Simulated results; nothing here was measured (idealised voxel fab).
The following process module bears the name voxel released beams.
This is section cut - it's 300 nm across, gridded in 5 nm square cells.
In what follows, cross-sections appear as grids of square cells, described through bands that run from the top down, where every band is one or more rows of cells. Basically the band line says how high the top is and how high the bottom is, in nm, and then what's in it from left to right, every material with its width in nm. Empty space shows up as "air", and if a single material carries "full width" it runs the full band edge to edge. Ref level 0: as-received wafer is one material below here. Bottom band extends down with no lower bound ("0 nm and below"). Width "30->40": first value at the band's top row of cells, second value at its bottom row, equal change from row to row. Take "everything unchanged" at face value: in the step it is given for, the cross-section changed in none of its cells. In "Closed void entries" the enclosed voids are listed, meaning empty spaces of 8 cells or larger without any opening to the top. The form is width x height at distance, distance from the left edge, units nm. Heads up: the bit after the settings on a step's line is the simulator's remark on that step. What "overlay nm" on a step's line means: if the step has a mask, that mask lay this far to the right of its planned place, or, when the value is negative, to the left.
-- List of planned process steps
1: RECEIVE (material Si)
2: CONFORMAL_DEP (material Al2O3; thk nm 10)
3: DIRECTIONAL_DEP (material SiO2; thk nm 10)
4: DIRECTIONAL_DEP (material aC; thk nm 10)
5: PATTERN (tone open; mask id ANCHOR; material resist; width nm 40; thk nm 25; overlay nm 0)
6: DIRECTIONAL_ETCH (etch materials aC; depth nm 10)
7: STRIP (etch materials resist)
8: DIRECTIONAL_ETCH (etch materials SiO2; depth nm 10)
9: STRIP (etch materials aC)
10: CONFORMAL_DEP (material SiN; thk nm 15)
11: DIRECTIONAL_DEP (material aC; thk nm 15)
12: PATTERN (tone cover; mask id BEAM; material resist; width nm 100; thk nm 30; overlay nm 0)
13: DIRECTIONAL_ETCH (etch materials aC; depth nm 15)
14: STRIP (etch materials resist)
15: DIRECTIONAL_ETCH (etch materials SiN; depth nm 15)
16: STRIP (etch materials aC)
17: STRIP (etch materials SiO2)
-- Cross-section of the wafer as it came to us, i.e., already through step 1
0 nm and below: Si full width
Closed void entries: none
-- Wafer cross-section at module end: first of two, run to plan
35 nm to 25 nm: 95 of air, then 20 of SiN, then 10 of air, then 70 of SiN, then 105 of air
25 nm to 20 nm: 95 of air, then 100 of SiN, then 105 of air
20 nm to 10 nm: 100 of air, then 40 of SiN, then 160 of air
10 nm to 0 nm: Al2O3 full width
0 nm and below: Si full width
Closed void entries: none
-- Here is the second of the two wafers cut open at the end of the module - same start, same plan as the first one, but we made one mistake running it
25 nm to 15 nm: 95 of air, then 20 of SiN, then 10 of air, then 70 of SiN, then 105 of air
15 nm to 10 nm: 95 of air, then 100 of SiN, then 105 of air
10 nm to 0 nm: 100 of air, then 40 of SiN, then 160 of air
0 nm and below: Si full width
Closed void entries: none
So what did we get wrong on this run? skipped: plan step 2 (never run)
End of process, cell counts, second wafer against first, materials with more or fewer: Al2O3: 120 fewer
